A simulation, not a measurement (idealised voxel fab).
You're looking at the process module voxel capacitor over wiring.
Cross-sectional view cut (width: 265 nm; square cell size: 5 nm).
A cross-section is a grid of square cells, given in bands from the top down. A band is one or more rows of cells.
Heights first: top, then bottom, in nm. Then materials, left to right, each with a width in nm. "throughout" on a single material: fills the band edge to edge. "air": empty space.
For the purposes of this specification, 0 denotes the height below which the wafer in its as-received condition is composed wholly of one material, and the lowermost band, lacking a lower limit, extends downward without end, as expressed in "top 0, no bottom".
Per-row width for "30->40": begins at first number (top row of band), ends at second number (bottom row), increment between rows held constant.
A step reported as "nothing different" is a step in which no cell of the cross-section changed.
This entry, "Closed void catalog", enumerates those empty regions of no fewer than 8 cells that possess no open connection to the top. Each region is reported in the form width x height at distance, the distance being taken from the left edge, with all three quantities expressed in nm.
after a step's settings: what the simulator itself notes on the step
overlay nm: right-of-plan distance of the mask on a masked step; negative values mean left-of-plan.
So the way this works: pairs, before and after one process step. The after picture only goes down to the lowest band that actually changed, nothing below. Step and its settings are under each pair. And watch out, pairs might come from different runs of this module, same starting wafer though, so a pair only follows on from the one above if its "Pre-step profile" entry tells you so.
# Pre-step profile
> top 75, bottom 70 | TiN throughout
> top 70, bottom 65 | HfO2 throughout
> top 65, bottom 60 | TiN throughout
> top 60, bottom 45 | 85 nm lowk  15 nm Ru  165 nm lowk
> top 45, bottom 40 | 85 nm SiCN  15 nm Ru  165 nm SiCN
> top 40, bottom 25 | 70 nm SiO2  5 nm TiN  20 nm Cu  5 nm TiN  60 nm SiO2  5 nm TiN  20 nm Cu  5 nm TiN  75 nm SiO2
> top 25, bottom 20 | 70 nm SiO2  5 nm TiN  15 nm Cu  10 nm TiN  60 nm SiO2  5 nm TiN  15 nm Cu  10 nm TiN  75 nm SiO2
> top 20, bottom 15 | 70 nm SiCN  25 nm TiN  65 nm SiCN  25 nm TiN  80 nm SiCN
> top 15, bottom 0 | SiO2 throughout
> top 0, no bottom | Si throughout
> Closed void catalog: none
# after
> top 90, bottom 75 | aC throughout
> At heights below 75, the structure remains unaltered.
> Closed void catalog: none
What was done to get from the before section above to the after section? DIRECTIONAL_DEP [material aC] [thk nm 15]
Pre-step profile: starting point is the after cross-section of the pair just above.
# after
> top 120, bottom 90 | 85 nm air  65 nm resist  115 nm air
> At heights below 90, the structure remains unaltered.
> Closed void catalog: none
What was done to get from the before section above to the after section? PATTERN [tone cover] [mask id UPPER_PLATE] [material resist] [width nm 65] [thk nm 30] [overlay nm 0]
Pre-step profile: starting point is the after cross-section of the pair just above.
# after
> top 105, bottom 90 | 85 nm air  65 nm resist  115 nm air
> top 90, bottom 75 | 85 nm air  65 nm aC  115 nm air
> At heights below 75, the structure remains unaltered.
> Closed void catalog: none
What was done to get from the before section above to the after section? DIRECTIONAL_ETCH [etch materials aC] [depth nm 15]
Pre-step profile: starting point is the after cross-section of the pair just above.
# after
> top 90, bottom 75 | 85 nm air  65 nm aC  115 nm air
> At heights below 75, the structure remains unaltered.
> Closed void catalog: none
What was done to get from the before section above to the after section? STRIP [etch materials resist]
Pre-step profile: starting point is the after cross-section of the pair just above.
# after
> top 90, bottom 75 | 85 nm air  65 nm aC  115 nm air
> top 75, bottom 70 | 85 nm air  65 nm TiN  115 nm air
> At heights below 70, the structure remains unaltered.
> Closed void catalog: none
What was done to get from the before section above to the after section? DIRECTIONAL_ETCH [etch materials TiN] [depth nm 5]
Pre-step profile: starting point is the after cross-section of the pair just above.
# after
> top 90, bottom 75 | 85 nm air  65 nm aC  115 nm air
> top 75, bottom 70 | 85 nm air  65 nm TiN  115 nm air
> top 70, bottom 65 | 85 nm air  65 nm HfO2  115 nm air
> At heights below 65, the structure remains unaltered.
> Closed void catalog: none
What was done to get from the before section above to the after section? DIRECTIONAL_ETCH [etch materials HfO2] [depth nm 5]
Pre-step profile: starting point is the after cross-section of the pair just above.
# after
> top 75, bottom 70 | 85 nm air  65 nm TiN  115 nm air
> At heights below 70, the structure remains unaltered.
> Closed void catalog: none
What was done to get from the before section above to the after section? STRIP [etch materials aC]
Pre-step profile: starting point is the after cross-section of the pair just above.
# after
> top 75, bottom 70 | 85 nm air  65 nm TiN  115 nm air
> top 70, bottom 65 | 85 nm air  65 nm HfO2  115 nm air
> top 65, bottom 60 | 80 nm air  75 nm TiN  110 nm air
> At heights below 60, the structure remains unaltered.
> Closed void catalog: none
What was done to get from the before section above to the after section? MASKED_ETCH [tone cover] [mask id LOWER_PLATE] [width nm 75] [etch materials TiN] [depth nm 5] [overlay nm 0]
Pre-step profile: starting point is the after cross-section of the pair just above.
# after
> top 90, bottom 75 | SiO2 throughout
> top 75, bottom 70 | 85 nm SiO2  65 nm TiN  115 nm SiO2
> top 70, bottom 65 | 85 nm SiO2  65 nm HfO2  115 nm SiO2
> top 65, bottom 60 | 80 nm SiO2  75 nm TiN  110 nm SiO2
> At heights below 60, the structure remains unaltered.
> Closed void catalog: none
What was done to get from the before section above to the after section? FILL_DEP [material SiO2] [thk nm 15]
Pre-step profile: starting point is the after cross-section of the pair just above.
# after
> top 85, bottom 75 | SiO2 throughout
> At heights below 75, the structure remains unaltered.
> Closed void catalog: none
What was done to get from the before section above to the after section? CMP [height nm 85]
Pre-step profile: starting point is the after cross-section of the pair just above.
# after
> top 100, bottom 85 | aC throughout
> At heights below 85, the structure remains unaltered.
> Closed void catalog: none
What was done to get from the before section above to the after section? DIRECTIONAL_DEP [material aC] [thk nm 15]
Pre-step profile: starting point is the after cross-section of the pair just above.
# after
> top 130, bottom 100 | 95 nm resist  15 nm air  155 nm resist
> At heights below 100, the structure remains unaltered.
> Closed void catalog: none
What was done to get from the before section above to the after section? PATTERN [tone open] [mask id PLUG_2] [material resist] [width nm 15] [thk nm 30] [overlay nm 0]
Pre-step profile: starting point is the after cross-section of the pair just above.
# after
> top 115, bottom 100 | 95 nm resist  15 nm air  155 nm resist
> top 100, bottom 85 | 95 nm aC  15 nm air  155 nm aC
> At heights below 85, the structure remains unaltered.
> Closed void catalog: none
What was done to get from the before section above to the after section? DIRECTIONAL_ETCH [etch materials aC] [depth nm 15]
Pre-step profile: starting point is the after cross-section of the pair just above.
# after
> top 100, bottom 85 | 95 nm aC  15 nm air  155 nm aC
> At heights below 85, the structure remains unaltered.
> Closed void catalog: none
What was done to get from the before section above to the after section? STRIP [etch materials resist]
Pre-step profile: starting point is the after cross-section of the pair just above.
# after
> top 100, bottom 85 | 95 nm aC  15 nm air  155 nm aC
> top 85, bottom 75 | 95 nm SiO2  15 nm air  155 nm SiO2
> At heights below 75, the structure remains unaltered.
> Closed void catalog: none
What was done to get from the before section above to the after section? DIRECTIONAL_ETCH [etch materials SiO2] [depth nm 10]
Pre-step profile: starting point is the after cross-section of the pair just above.
# after
> top 85, bottom 75 | 95 nm SiO2  15 nm air  155 nm SiO2
> At heights below 75, the structure remains unaltered.
> Closed void catalog: none
What was done to get from the before section above to the after section? STRIP [etch materials aC]
Pre-step profile: starting point is the after cross-section of the pair just above.
# after
> top 90, bottom 85 | 100 nm TiN  5 nm air  160 nm TiN
> top 85, bottom 80 | 95 nm SiO2  5 nm TiN  5 nm air  5 nm TiN  155 nm SiO2
> top 80, bottom 70 | 95->85 nm SiO2  15->65 nm TiN  155->115 nm SiO2
> At heights below 70, the structure remains unaltered.
> Closed void catalog: none
What was done to get from the before section above to the after section? CONFORMAL_DEP [material TiN] [thk nm 5]
Pre-step profile: starting point is the after cross-section of the pair just above.
# after
> top 95, bottom 90 | Cu throughout
> top 90, bottom 85 | 100 nm TiN  5 nm Cu  160 nm TiN
> top 85, bottom 80 | 95 nm SiO2  5 nm TiN  5 nm Cu  5 nm TiN  155 nm SiO2
> At heights below 80, the structure remains unaltered.
> Closed void catalog: none
What was done to get from the before section above to the after section? FILL_DEP [material Cu] [thk nm 5]
Pre-step profile: starting point is the after cross-section of the pair just above.
# after
> top 85, bottom 80 | 95 nm SiO2  5 nm TiN  5 nm Cu  5 nm TiN  155 nm SiO2
> At heights below 80, the structure remains unaltered.
> Closed void catalog: none
What was done to get from the before section above to the after section? CMP [height nm 85]
Pre-step profile: starting point is the after cross-section of the pair just above.
# after
> top 90, bottom 85 | SiCN throughout
> At heights below 85, the structure remains unaltered.
> Closed void catalog: none
What was done to get from the before section above to the after section? CONFORMAL_DEP [material SiCN] [thk nm 5]
# Pre-step profile
> top 40, bottom 20 | 70 nm SiO2  30 nm air  60 nm SiO2  30 nm air  75 nm SiO2
> top 20, bottom 15 | 70 nm SiCN  30 nm air  60 nm SiCN  30 nm air  75 nm SiCN
> top 15, bottom 0 | SiO2 throughout
> top 0, no bottom | Si throughout
> Closed void catalog: none
# after
> top 45, bottom 40 | 75 nm Ru  20 nm air  70 nm Ru  20 nm air  80 nm Ru
> top 40, bottom 20 | 70 nm SiO2  5 nm Ru  20 nm air  5 nm Ru  60 nm SiO2  5 nm Ru  20 nm air  5 nm Ru  75 nm SiO2
> top 20, bottom 15 | 70 nm SiCN  30 nm Ru  60 nm SiCN  30 nm Ru  75 nm SiCN
> At heights below 15, the structure remains unaltered.
> Closed void catalog: none
What was done to get from the before section above to the after section? CONFORMAL_DEP [material Ru] [thk nm 5]
Pre-step profile: starting point is the after cross-section of the pair just above.
# after
> top 55, bottom 45 | Cu throughout
> top 45, bottom 40 | 75 nm Ru  20 nm Cu  70 nm Ru  20 nm Cu  80 nm Ru
> top 40, bottom 20 | 70 nm SiO2  5 nm Ru  20 nm Cu  5 nm Ru  60 nm SiO2  5 nm Ru  20 nm Cu  5 nm Ru  75 nm SiO2
> At heights below 20, the structure remains unaltered.
> Closed void catalog: none
What was done to get from the before section above to the after section? FILL_DEP [material Cu] [thk nm 10]
Pre-step profile: starting point is the after cross-section of the pair just above.
# after
> top 40, bottom 20 | 70 nm SiO2  5 nm Ru  20 nm Cu  5 nm Ru  60 nm SiO2  5 nm Ru  20 nm Cu  5 nm Ru  75 nm SiO2
> At heights below 20, the structure remains unaltered.
> Closed void catalog: none
What was done to get from the before section above to the after section? CMP [height nm 40]
Pre-step profile: starting point is the after cross-section of the pair just above.
# after
> top 45, bottom 40 | SiCN throughout
> At heights below 40, the structure remains unaltered.
> Closed void catalog: none
What was done to get from the before section above to the after section? CONFORMAL_DEP [material SiCN] [thk nm 5]
Pre-step profile: starting point is the after cross-section of the pair just above.
# after
> top 60, bottom 45 | lowk throughout
> At heights below 45, the structure remains unaltered.
> Closed void catalog: none
What was done to get from the before section above to the after section? DIRECTIONAL_DEP [material lowk] [thk nm 15]
Pre-step profile: starting point is the after cross-section of the pair just above.
# after
> top 80, bottom 60 | 85 nm resist  15 nm air  165 nm resist
> At heights below 60, the structure remains unaltered.
> Closed void catalog: none
What was done to get from the before section above to the after section? PATTERN [tone open] [mask id PLUG_1] [material resist] [width nm 15] [thk nm 20] [overlay nm 0]
Pre-step profile: starting point is the after cross-section of the pair just above.
# after
> top 80, bottom 60 | 85 nm resist  15 nm air  165 nm resist
> top 60, bottom 45 | 85 nm lowk  15 nm air  165 nm lowk
> At heights below 45, the structure remains unaltered.
> Closed void catalog: none
What was done to get from the before section above to the after section? DIRECTIONAL_ETCH [etch materials lowk] [depth nm 15]
Pre-step profile: starting point is the after cross-section of the pair just above.
# after
> top 80, bottom 60 | 85 nm resist  15 nm air  165 nm resist
> top 60, bottom 45 | 85 nm lowk  15 nm air  165 nm lowk
> top 45, bottom 40 | 85 nm SiCN  15 nm air  165 nm SiCN
> At heights below 40, the structure remains unaltered.
> Closed void catalog: none
What was done to get from the before section above to the after section? DIRECTIONAL_ETCH [etch materials SiCN] [depth nm 5]
Pre-step profile: starting point is the after cross-section of the pair just above.
# after
> top 60, bottom 45 | 85 nm lowk  15 nm air  165 nm lowk
> At heights below 45, the structure remains unaltered.
> Closed void catalog: none
What was done to get from the before section above to the after section? STRIP [etch materials resist]
Pre-step profile: starting point is the after cross-section of the pair just above.
# after
> top 60, bottom 50 | 85 nm lowk  15 nm air  165 nm lowk
> top 50, bottom 45 | 85 nm lowk  15 nm Ru  165 nm lowk
> top 45, bottom 40 | 85 nm SiCN  15 nm Ru  165 nm SiCN
> At heights below 40, the structure remains unaltered.
> Closed void catalog: none
What was done to get from the before section above to the after section? EPI [material Ru] [thk nm 10]
Pre-step profile: starting point is the after cross-section of the pair just above.
# after
> top 60, bottom 45 | 85 nm lowk  15 nm Ru  165 nm lowk
> At heights below 45, the structure remains unaltered.
> Closed void catalog: none
What was done to get from the before section above to the after section? EPI [material Ru] [thk nm 10]
Pre-step profile: starting point is the after cross-section of the pair just above.
# after
> top 65, bottom 60 | TiN throughout
> At heights below 60, the structure remains unaltered.
> Closed void catalog: none
What was done to get from the before section above to the after section? DIRECTIONAL_DEP [material TiN] [thk nm 5]
Pre-step profile: starting point is the after cross-section of the pair just above.
# after
> top 70, bottom 65 | HfO2 throughout
> At heights below 65, the structure remains unaltered.
> Closed void catalog: none
What was done to get from the before section above to the after section? DIRECTIONAL_DEP [material HfO2] [thk nm 5]
Pre-step profile: starting point is the after cross-section of the pair just above.
# after
> top 75, bottom 70 | TiN throughout
> At heights below 70, the structure remains unaltered.
> Closed void catalog: none
What was done to get from the before section above to the after section? DIRECTIONAL_DEP [material TiN] [thk nm 5]
Pre-step profile: starting point is the after cross-section of the pair just above.
# after
> top 90, bottom 75 | aC throughout
> At heights below 75, the structure remains unaltered.
> Closed void catalog: none
What was done to get from the before section above to the after section? DIRECTIONAL_DEP [material aC] [thk nm 15]
Pre-step profile: starting point is the after cross-section of the pair just above.
# after
> top 120, bottom 90 | 85 nm air  65 nm resist  115 nm air
> At heights below 90, the structure remains unaltered.
> Closed void catalog: none
What was done to get from the before section above to the after section? PATTERN [tone cover] [mask id UPPER_PLATE] [material resist] [width nm 65] [thk nm 30] [overlay nm 0]
Pre-step profile: starting point is the after cross-section of the pair just above.
# after
> top 105, bottom 90 | 85 nm air  65 nm resist  115 nm air
> top 90, bottom 75 | 85 nm air  65 nm aC  115 nm air
> At heights below 75, the structure remains unaltered.
> Closed void catalog: none
What was done to get from the before section above to the after section? DIRECTIONAL_ETCH [etch materials aC] [depth nm 15]
Pre-step profile: starting point is the after cross-section of the pair just above.
# after
> top 90, bottom 75 | 85 nm air  65 nm aC  115 nm air
> At heights below 75, the structure remains unaltered.
> Closed void catalog: none
What was done to get from the before section above to the after section? STRIP [etch materials resist]
Pre-step profile: starting point is the after cross-section of the pair just above.
# after
> top 90, bottom 75 | 85 nm air  65 nm aC  115 nm air
> top 75, bottom 70 | 85 nm air  65 nm TiN  115 nm air
> At heights below 70, the structure remains unaltered.
> Closed void catalog: none
What was done to get from the before section above to the after section? DIRECTIONAL_ETCH [etch materials TiN] [depth nm 5]
Pre-step profile: starting point is the after cross-section of the pair just above.
# after
> top 90, bottom 75 | 85 nm air  65 nm aC  115 nm air
> top 75, bottom 70 | 85 nm air  65 nm TiN  115 nm air
> top 70, bottom 65 | 85 nm air  65 nm HfO2  115 nm air
> At heights below 65, the structure remains unaltered.
> Closed void catalog: none
What was done to get from the before section above to the after section? DIRECTIONAL_ETCH [etch materials HfO2] [depth nm 5]
Pre-step profile: starting point is the after cross-section of the pair just above.
# after
> top 75, bottom 70 | 85 nm air  65 nm TiN  115 nm air
> At heights below 70, the structure remains unaltered.
> Closed void catalog: none
What was done to get from the before section above to the after section? STRIP [etch materials aC]
Pre-step profile: starting point is the after cross-section of the pair just above.
# after
> top 75, bottom 70 | 85 nm air  65 nm TiN  115 nm air
> top 70, bottom 65 | 85 nm air  65 nm HfO2  115 nm air
> top 65, bottom 60 | 80 nm air  75 nm TiN  110 nm air
> At heights below 60, the structure remains unaltered.
> Closed void catalog: none
What was done to get from the before section above to the after section? MASKED_ETCH [tone cover] [mask id LOWER_PLATE] [width nm 75] [etch materials TiN] [depth nm 5] [overlay nm 0]
Pre-step profile: starting point is the after cross-section of the pair just above.
# after
> top 90, bottom 75 | SiO2 throughout
> top 75, bottom 70 | 85 nm SiO2  65 nm TiN  115 nm SiO2
> top 70, bottom 65 | 85 nm SiO2  65 nm HfO2  115 nm SiO2
> top 65, bottom 60 | 80 nm SiO2  75 nm TiN  110 nm SiO2
> At heights below 60, the structure remains unaltered.
> Closed void catalog: none
What was done to get from the before section above to the after section? FILL_DEP [material SiO2] [thk nm 15]
Pre-step profile: starting point is the after cross-section of the pair just above.
# after
> top 85, bottom 75 | SiO2 throughout
> At heights below 75, the structure remains unaltered.
> Closed void catalog: none
What was done to get from the before section above to the after section? CMP [height nm 85]
Pre-step profile: starting point is the after cross-section of the pair just above.
# after
> top 100, bottom 85 | aC throughout
> At heights below 85, the structure remains unaltered.
> Closed void catalog: none
What was done to get from the before section above to the after section? DIRECTIONAL_DEP [material aC] [thk nm 15]
Pre-step profile: starting point is the after cross-section of the pair just above.
# after
> top 130, bottom 100 | 95 nm resist  15 nm air  155 nm resist
> At heights below 100, the structure remains unaltered.
> Closed void catalog: none
What was done to get from the before section above to the after section? PATTERN [tone open] [mask id PLUG_2] [material resist] [width nm 15] [thk nm 30] [overlay nm 0]
Pre-step profile: starting point is the after cross-section of the pair just above.
# after
> top 115, bottom 100 | 95 nm resist  15 nm air  155 nm resist
> top 100, bottom 85 | 95 nm aC  15 nm air  155 nm aC
> At heights below 85, the structure remains unaltered.
> Closed void catalog: none
What was done to get from the before section above to the after section? DIRECTIONAL_ETCH [etch materials aC] [depth nm 15]
Pre-step profile: starting point is the after cross-section of the pair just above.
# after
> top 100, bottom 85 | 95 nm aC  15 nm air  155 nm aC
> At heights below 85, the structure remains unaltered.
> Closed void catalog: none
What was done to get from the before section above to the after section? STRIP [etch materials resist]
Pre-step profile: starting point is the after cross-section of the pair just above.
# after
> top 100, bottom 85 | 95 nm aC  15 nm air  155 nm aC
> top 85, bottom 75 | 95 nm SiO2  15 nm air  155 nm SiO2
> At heights below 75, the structure remains unaltered.
> Closed void catalog: none
What was done to get from the before section above to the after section? DIRECTIONAL_ETCH [etch materials SiO2] [depth nm 10]
Pre-step profile: starting point is the after cross-section of the pair just above.
# after
> top 85, bottom 75 | 95 nm SiO2  15 nm air  155 nm SiO2
> At heights below 75, the structure remains unaltered.
> Closed void catalog: none
What was done to get from the before section above to the after section? STRIP [etch materials aC]
Pre-step profile: starting point is the after cross-section of the pair just above.
# after
> top 90, bottom 85 | 100 nm TiN  5 nm air  160 nm TiN
> top 85, bottom 80 | 95 nm SiO2  5 nm TiN  5 nm air  5 nm TiN  155 nm SiO2
> top 80, bottom 70 | 95->85 nm SiO2  15->65 nm TiN  155->115 nm SiO2
> At heights below 70, the structure remains unaltered.
> Closed void catalog: none
What was done to get from the before section above to the after section? CONFORMAL_DEP [material TiN] [thk nm 5]
Pre-step profile: starting point is the after cross-section of the pair just above.
# after
> top 95, bottom 90 | Cu throughout
> top 90, bottom 85 | 100 nm TiN  5 nm Cu  160 nm TiN
> top 85, bottom 80 | 95 nm SiO2  5 nm TiN  5 nm Cu  5 nm TiN  155 nm SiO2
> At heights below 80, the structure remains unaltered.
> Closed void catalog: none
What was done to get from the before section above to the after section? FILL_DEP [material Cu] [thk nm 5]
Pre-step profile: starting point is the after cross-section of the pair just above.
# after
> top 85, bottom 80 | 95 nm SiO2  5 nm TiN  5 nm Cu  5 nm TiN  155 nm SiO2
> At heights below 80, the structure remains unaltered.
> Closed void catalog: none
What was done to get from the before section above to the after section? CMP [height nm 85]
Pre-step profile: starting point is the after cross-section of the pair just above.
# after
> top 90, bottom 85 | SiCN throughout
> At heights below 85, the structure remains unaltered.
> Closed void catalog: none
What was done to get from the before section above to the after section? CONFORMAL_DEP [material SiCN] [thk nm 5]
# Pre-step profile
> top 100, bottom 85 | aC throughout
> top 85, bottom 75 | SiO2 throughout
> top 75, bottom 70 | 85 nm SiO2  65 nm TiN  115 nm SiO2
> top 70, bottom 65 | 85 nm SiO2  65 nm HfO2  115 nm SiO2
> top 65, bottom 60 | 80 nm SiO2  75 nm TiN  110 nm SiO2
> top 60, bottom 45 | 85 nm lowk  15 nm Ru  165 nm lowk
> top 45, bottom 40 | 85 nm SiCN  15 nm Ru  165 nm SiCN
> top 40, bottom 20 | 70 nm SiO2  5 nm TiN  20 nm Cu  5 nm TiN  60 nm SiO2  5 nm TiN  20 nm Cu  5 nm TiN  75 nm SiO2
> top 20, bottom 15 | 70 nm SiCN  30 nm TiN  60 nm SiCN  30 nm TiN  75 nm SiCN
> top 15, bottom 0 | SiO2 throughout
> top 0, no bottom | Si throughout
> Closed void catalog: none
# after
> top 130, bottom 100 | 95 nm air  15 nm resist  155 nm air
> At heights below 100, the structure remains unaltered.
> Closed void catalog: none
What was done to get from the before section above to the after section? PATTERN [tone cover] [mask id PLUG_2] [material resist] [width nm 15] [thk nm 30] [overlay nm 0]
Pre-step profile: starting point is the after cross-section of the pair just above.
# after
> top 115, bottom 100 | 95 nm air  15 nm resist  155 nm air
> top 100, bottom 85 | 95 nm air  15 nm aC  155 nm air
> At heights below 85, the structure remains unaltered.
> Closed void catalog: none
What was done to get from the before section above to the after section? DIRECTIONAL_ETCH [etch materials aC] [depth nm 15]
Pre-step profile: starting point is the after cross-section of the pair just above.
# after
> top 100, bottom 85 | 95 nm air  15 nm aC  155 nm air
> At heights below 85, the structure remains unaltered.
> Closed void catalog: none
What was done to get from the before section above to the after section? STRIP [etch materials resist]
Pre-step profile: starting point is the after cross-section of the pair just above.
# after
> top 100, bottom 85 | 95 nm air  15 nm aC  155 nm air
> top 85, bottom 75 | 95 nm air  15 nm SiO2  155 nm air
> At heights below 75, the structure remains unaltered.
> Closed void catalog: none
What was done to get from the before section above to the after section? DIRECTIONAL_ETCH [etch materials SiO2] [depth nm 10]
Pre-step profile: starting point is the after cross-section of the pair just above.
# after
> top 85, bottom 75 | 95 nm air  15 nm SiO2  155 nm air
> At heights below 75, the structure remains unaltered.
> Closed void catalog: none
What was done to get from the before section above to the after section? STRIP [etch materials aC]
Pre-step profile: starting point is the after cross-section of the pair just above.
# after
> top 90, bottom 85 | 90 nm air  25 nm TiN  150 nm air
> top 85, bottom 80 | 90 nm air  5 nm TiN  15 nm SiO2  5 nm TiN  150 nm air
> top 80, bottom 75 | 95 nm TiN  15 nm SiO2  155 nm TiN
> At heights below 75, the structure remains unaltered.
> Closed void catalog: none
What was done to get from the before section above to the after section? CONFORMAL_DEP [material TiN] [thk nm 5]
Pre-step profile: starting point is the after cross-section of the pair just above.
# after
> top 95, bottom 90 | Cu throughout
> top 90, bottom 85 | 90 nm Cu  25 nm TiN  150 nm Cu
> top 85, bottom 80 | 90 nm Cu  5 nm TiN  15 nm SiO2  5 nm TiN  150 nm Cu
> At heights below 80, the structure remains unaltered.
> Closed void catalog: none
What was done to get from the before section above to the after section? FILL_DEP [material Cu] [thk nm 5]
Pre-step profile: starting point is the after cross-section of the pair just above.
# after
> top 85, bottom 80 | 90 nm Cu  5 nm TiN  15 nm SiO2  5 nm TiN  150 nm Cu
> At heights below 80, the structure remains unaltered.
> Closed void catalog: none
What was done to get from the before section above to the after section? CMP [height nm 85]
Pre-step profile: starting point is the after cross-section of the pair just above.
# after
> top 90, bottom 85 | SiCN throughout
> At heights below 85, the structure remains unaltered.
> Closed void catalog: none
What was done to get from the before section above to the after section? CONFORMAL_DEP [material SiCN] [thk nm 5]
